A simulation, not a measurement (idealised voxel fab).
This section sets out a process module, namely voxel spacer lines.
Cross-section cut: width 230 nm, square cells of 5 nm.
In this document a cross-section is written as a grid of square cells. It is given as a series of bands, listed from the top down, and a band is one or more rows of cells.
Look at the band entry: it leads with the top's height and the bottom's height in nm. Then it lists the materials left to right, with a width in nm for each. The word "full width" on a single material says that material fills the band edge to edge. The word "air" is empty space.
The reference from which all heights are counted is 0, the level beneath which the as-received wafer is entirely one material; the lowest band, having no lower bound, proceeds downward and is written after the example "0..down".
The width entry "30 to 40" should be interpreted row by row: the top row of cells in the band takes the first number, the bottom row takes the second number, and the change between adjacent rows is uniform throughout.
It should be understood that the words "remained the same", when stated for a given step, signify that the cross-section underwent no change in any of its cells during that step.
Closed internal cavities: empty space of 8 cells or more with no open way to the top, each as width x height at its distance from the left edge, in nm
It should be noted that, on the line of a given step, the content following the step's settings is a remark produced by the simulator itself with respect to that step.
overlay nm: for a step with a mask, the amount by which the mask lay right of where it was planned; a negative amount means left of it.

**So here's the lineup of process steps we planned**
1: RECEIVE: material Si
2: CONFORMAL_DEP: material Al2O3, thk nm 5
3: DIRECTIONAL_DEP: material SiN, thk nm 20
4: DIRECTIONAL_DEP: material aC, thk nm 20
5: PATTERN: tone cover, mask id MANDREL, material resist, width nm 15, pitch nm 50, thk nm 25, overlay nm -15
6: DIRECTIONAL_ETCH: etch materials aC, depth nm 20
7: STRIP: etch materials resist
8: CONFORMAL_DEP: material SiO2, thk nm 10
9: DIRECTIONAL_ETCH: etch materials SiO2, depth nm 10
10: STRIP: etch materials aC
11: DIRECTIONAL_ETCH: etch materials SiN, depth nm 20
12: STRIP: etch materials SiO2
13: FILL_DEP: material lowk, thk nm 10
14: CMP: height nm 25
The overlay nm used in step 5 is not the same on every wafer, whereas the starting condition is; the value printed in the plan is the first wafer's.

**Cross-sectional view of the first of several wafers in the as-received condition, corresponding to the state following step 1**
> 0..down = Si full width
> Closed internal cavities: none

**At the end of the module, after its last step, step 14, the first of several wafers appears in cross-section as follows**
> 25..5 = lowk=30  SiN=10  lowk=15  SiN=10  lowk=15  SiN=10  lowk=15  SiN=10  lowk=15  SiN=10  lowk=15  SiN=10  lowk=65
> 5..0 = Al2O3 full width
> 0..down = Si full width
> Closed internal cavities: none

**End of module: cross-section, last of several wafers**
> 25..5 = lowk=60  SiN=10  lowk=15  SiN=10  lowk=15  SiN=10  lowk=15  SiN=10  lowk=15  SiN=10  lowk=15  SiN=10  lowk=35
> 5..0 = Al2O3 full width
> 0..down = Si full width
> Closed internal cavities: none

**Each row below is a wafer at the end of the module, listing for every material the number of cells it has gained (+) or lost (-) since it was received, followed by its closed voids**
overlay nm -15; +46 Al2O3; +48 SiN; +136 lowk; Closed internal cavities: none
overlay nm -10; +46 Al2O3; +48 SiN; +136 lowk; Closed internal cavities: none
overlay nm -5; +46 Al2O3; +48 SiN; +136 lowk; Closed internal cavities: none
overlay nm 0; +46 Al2O3; +48 SiN; +136 lowk; Closed internal cavities: none
overlay nm 5; +46 Al2O3; +48 SiN; +136 lowk; Closed internal cavities: none
overlay nm 10; +46 Al2O3; +48 SiN; +136 lowk; Closed internal cavities: none
overlay nm 15; +46 Al2O3; +48 SiN; +136 lowk; Closed internal cavities: none
